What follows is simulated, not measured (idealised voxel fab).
process module | voxel self aligned vias
Section shown: cut. Width: 280 nm. Cell size: 5 nm, square.
Cross-section layout: square cells on a grid; listed as bands, top to bottom; a band spans one or more cell rows.
Band entry format. Leading values: height of top, height of bottom, nm. Remainder: materials in left-to-right order, each with its width in nm. Special words: "full width" on a single material, which then fills the band edge to edge; "air", empty space.
The reference from which all heights are counted is 0, the level beneath which the as-received wafer is entirely one material; the lowest band, having no lower bound, proceeds downward and is written after the example "0 down".
Per-row width for "30->40": begins at first number (top row of band), ends at second number (bottom row), increment between rows held constant.
Reading "stayed the same" for a step: not a cell of the cross-section changed in it.
"Voids lacking openings" - sealed voids, min. 8 cells, no opening to top; format: width x height at distance (distance from left edge; nm throughout).
Anything after a step's settings on that line? It's the simulator's own note about the step.
For masked steps, "overlay nm" on the step line gives how far right of plan the mask actually lay; a minus sign means it lay to the left.
**Here's what the planned process steps look like**
1 RECEIVE with material Si
2 CONFORMAL_DEP with material SiO2, thk nm 15
3 CONFORMAL_DEP with material SiCN, thk nm 5
4 DIRECTIONAL_DEP with material SiO2, thk nm 20
5 MASKED_ETCH with tone open, mask id LINES, width nm 20, pitch nm 45, etch materials SiO2, depth nm 20, overlay nm 0
6 CONFORMAL_DEP with material TiN, thk nm 5
7 FILL_DEP with material W, thk nm 5
8 CMP with height nm 40
9 SELECTIVE_ETCH with etch materials W Ru TiN, depth nm 5
10 FILL_DEP with material SiN, thk nm 10
11 CMP with height nm 40
12 DIRECTIONAL_DEP with material SiO2, thk nm 15
13 DIRECTIONAL_DEP with material aC, thk nm 10
14 PATTERN with tone open, mask id VIAS, material resist, width nm 30, pitch nm 45, thk nm 25, overlay nm 0
15 DIRECTIONAL_ETCH with etch materials aC, depth nm 10
16 STRIP with etch materials resist
17 DIRECTIONAL_ETCH with etch materials SiO2, depth nm 15
18 DIRECTIONAL_ETCH with etch materials SiN, depth nm 5
19 STRIP with etch materials aC
20 CONFORMAL_DEP with material TiN, thk nm 5
21 FILL_DEP with material W, thk nm 5
22 CMP with height nm 55
23 CONFORMAL_DEP with material SiCN, thk nm 5
**Received-state cross-section, reflecting completion of step 1**
	0 down: Si full width
	Voids lacking openings: none
**Here's the cross-section of the first of our two wafers at the end of the module - it ran as planned**
	60 to 55: SiCN full width
	55 to 45: 80 nm SiO2  5 nm TiN  20 nm W  5 nm TiN  15 nm SiO2  5 nm TiN  20 nm W  5 nm TiN  15 nm SiO2  5 nm TiN  20 nm W  5 nm TiN  80 nm SiO2
	45 to 40: 80 nm SiO2  10 nm TiN  10 nm W  10 nm TiN  15 nm SiO2  10 nm TiN  10 nm W  10 nm TiN  15 nm SiO2  10 nm TiN  10 nm W  10 nm TiN  80 nm SiO2
	40 to 35: 85 nm SiO2  20 nm TiN  25 nm SiO2  20 nm TiN  25 nm SiO2  20 nm TiN  85 nm SiO2
	35 to 25: 85 nm SiO2  5 nm TiN  10 nm W  5 nm TiN  25 nm SiO2  5 nm TiN  10 nm W  5 nm TiN  25 nm SiO2  5 nm TiN  10 nm W  5 nm TiN  85 nm SiO2
	25 to 20: 85 nm SiO2  20 nm TiN  25 nm SiO2  20 nm TiN  25 nm SiO2  20 nm TiN  85 nm SiO2
	20 to 15: SiCN full width
	15 to 0: SiO2 full width
	0 down: Si full width
	Voids lacking openings: none
**Second wafer through the module, sectioned at the end: same beginning and same plan as the first wafer, with one mistake in carrying it out**
	60 to 55: SiCN full width
	55 to 45: 90 nm SiO2  5 nm TiN  20 nm W  5 nm TiN  15 nm SiO2  5 nm TiN  20 nm W  5 nm TiN  15 nm SiO2  5 nm TiN  20 nm W  5 nm TiN  70 nm SiO2
	45 to 40: 90 nm SiO2  5 nm TiN  5 nm W  20 nm TiN  15 nm SiO2  5 nm TiN  5 nm W  20 nm TiN  15 nm SiO2  5 nm TiN  5 nm W  20 nm TiN  70 nm SiO2
	40 to 35: 85 nm SiO2  5 nm SiN  15 nm TiN  25 nm SiO2  5 nm SiN  15 nm TiN  25 nm SiO2  5 nm SiN  15 nm TiN  85 nm SiO2
	35 to 25: 85 nm SiO2  5 nm TiN  10 nm W  5 nm TiN  25 nm SiO2  5 nm TiN  10 nm W  5 nm TiN  25 nm SiO2  5 nm TiN  10 nm W  5 nm TiN  85 nm SiO2
	25 to 20: 85 nm SiO2  20 nm TiN  25 nm SiO2  20 nm TiN  25 nm SiO2  20 nm TiN  85 nm SiO2
	20 to 15: SiCN full width
	15 to 0: SiO2 full width
	0 down: Si full width
	Voids lacking openings: none
Misprocessing identified: so step 14 ended up running with a different setting than we planned, it ran as PATTERN with tone open, mask id VIAS, material resist, width nm 30, pitch nm 45, thk nm 25, overlay nm 10
Per the end-of-run cell counts, the second wafer holds more or fewer of some materials than the first: 3 more of SiN; 3 fewer of W
